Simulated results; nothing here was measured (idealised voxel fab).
This section sets out a process module, namely voxel air gaps.
We display cut, a cross-section 165 nm in width whose square cells are each 5 nm.
Just so we're on the same page, the cross-sections are grids of square cells, and they're listed out in bands top to bottom, each band one or more rows deep. Read a band's entry like this: the first values are the height of its top and the height of its bottom in nm, and what follows is the sequence of materials from left to right, each with its width in nm. Note that "air" is empty space, and that a single material marked "everywhere" reaches across the band from edge to edge. The level at which height equals 0 is the one under which the wafer, as it arrives, is entirely one material. No lower edge exists for the bottom band, which continues downward and is notated as in "0 nm and below". Width spec "30..40" -> top row of cells at first value, bottom row at second value, equal per-row change in between. Given "nothing altered" for a step, no cell of the cross-section differs between before and after that step. Empty spaces counting at least 8 cells and having no open way to the top are listed in "Catalogued sealed voids". The notation width x height at distance is used for each, the distance being from the left edge and all three values in nm. Note: text after step settings on the step line = simulator remark on that step. You can add "overlay nm" to a step's line. For a step with a mask, it describes how far the mask lay to the right of its planned position, and a negative number describes a lay to the left.

-- Process steps - plan
1 RECEIVE with material Si
2 CONFORMAL_DEP with material SiO2, thk nm 15
3 CONFORMAL_DEP with material SiCN, thk nm 5
4 DIRECTIONAL_DEP with material SiO2, thk nm 35
5 MASKED_ETCH with tone open, mask id LINES, width nm 20, pitch nm 45, etch materials SiO2, depth nm 35, overlay nm 0
6 CONFORMAL_DEP with material TiN, thk nm 5
7 FILL_DEP with material Cu, thk nm 5
8 CMP with height nm 55
9 EPI with material Ru, thk nm 10
10 SELECTIVE_ETCH with etch materials SiO2, depth nm 45
11 CONFORMAL_DEP with material SiCN, thk nm 5

-- Cross-section, incoming material, after step 1
> 0 nm and below  Si everywhere
> Catalogued sealed voids: none

-- Run as planned - first of the two wafers cross-sectioned at the end of the module
> 70 nm to 65 nm  10 nm air | 140 nm SiCN | 15 nm air
> 65 nm to 55 nm  10 nm air | 5 nm SiCN | 40 nm Ru | 5 nm SiCN | 40 nm Ru | 5 nm SiCN | 40 nm Ru | 5 nm SiCN | 15 nm air
> 55 nm to 50 nm  10 nm air | 15 nm SiCN | 5 nm TiN | 10 nm Cu | 5 nm TiN | 25 nm SiCN | 5 nm TiN | 10 nm Cu | 5 nm TiN | 25 nm SiCN | 5 nm TiN | 10 nm Cu | 5 nm TiN | 15 nm SiCN | 15 nm air
> 50 nm to 25 nm  20 nm air | 5 nm SiCN | 5 nm TiN | 10 nm Cu | 5 nm TiN | 5 nm SiCN | 15 nm air | 5 nm SiCN | 5 nm TiN | 10 nm Cu | 5 nm TiN | 5 nm SiCN | 15 nm air | 5 nm SiCN | 5 nm TiN | 10 nm Cu | 5 nm TiN | 5 nm SiCN | 25 nm air
> 25 nm to 20 nm  25 nm SiCN | 20 nm TiN | 25 nm SiCN | 20 nm TiN | 25 nm SiCN | 20 nm TiN | 30 nm SiCN
> 20 nm to 15 nm  SiCN everywhere
> 15 nm to 0 nm  SiO2 everywhere
> 0 nm and below  Si everywhere
> Catalogued sealed voids: 15 x 25 at 50; 15 x 25 at 95

-- Cross-section, wafer two of two, end of module: same start and plan as wafer one, one error in execution
> 70 nm to 65 nm  15 nm air | 135 nm SiCN | 15 nm air
> 65 nm to 55 nm  15 nm air | 5 nm SiCN | 35 nm Ru | 10 nm SiCN | 35 nm Ru | 10 nm SiCN | 35 nm Ru | 5 nm SiCN | 15 nm air
> 55 nm to 50 nm  15 nm air | 15 nm SiCN | 5 nm TiN | 5 nm Cu | 5 nm TiN | 30 nm SiCN | 5 nm TiN | 5 nm Cu | 5 nm TiN | 30 nm SiCN | 5 nm TiN | 5 nm Cu | 5 nm TiN | 15 nm SiCN | 15 nm air
> 50 nm to 25 nm  25 nm air | 5 nm SiCN | 5 nm TiN | 5 nm Cu | 5 nm TiN | 5 nm SiCN | 20 nm air | 5 nm SiCN | 5 nm TiN | 5 nm Cu | 5 nm TiN | 5 nm SiCN | 20 nm air | 5 nm SiCN | 5 nm TiN | 5 nm Cu | 5 nm TiN | 5 nm SiCN | 25 nm air
> 25 nm to 20 nm  30 nm SiCN | 15 nm TiN | 30 nm SiCN | 15 nm TiN | 30 nm SiCN | 15 nm TiN | 30 nm SiCN
> 20 nm to 15 nm  SiCN everywhere
> 15 nm to 0 nm  SiO2 everywhere
> 0 nm and below  Si everywhere
> Catalogued sealed voids: 20 x 25 at 50; 20 x 25 at 95
It is concluded that the wafer was processed incorrectly with respect to the plan, in that rather than as planned, step 5 actually ran as MASKED_ETCH with tone open, mask id LINES, width nm 15, pitch nm 45, etch materials SiO2, depth nm 35, overlay nm 0
FYI, end of process, the second wafer has more or fewer cells of some materials than the first: Cu -18, Ru -6, SiCN +8, TiN -3
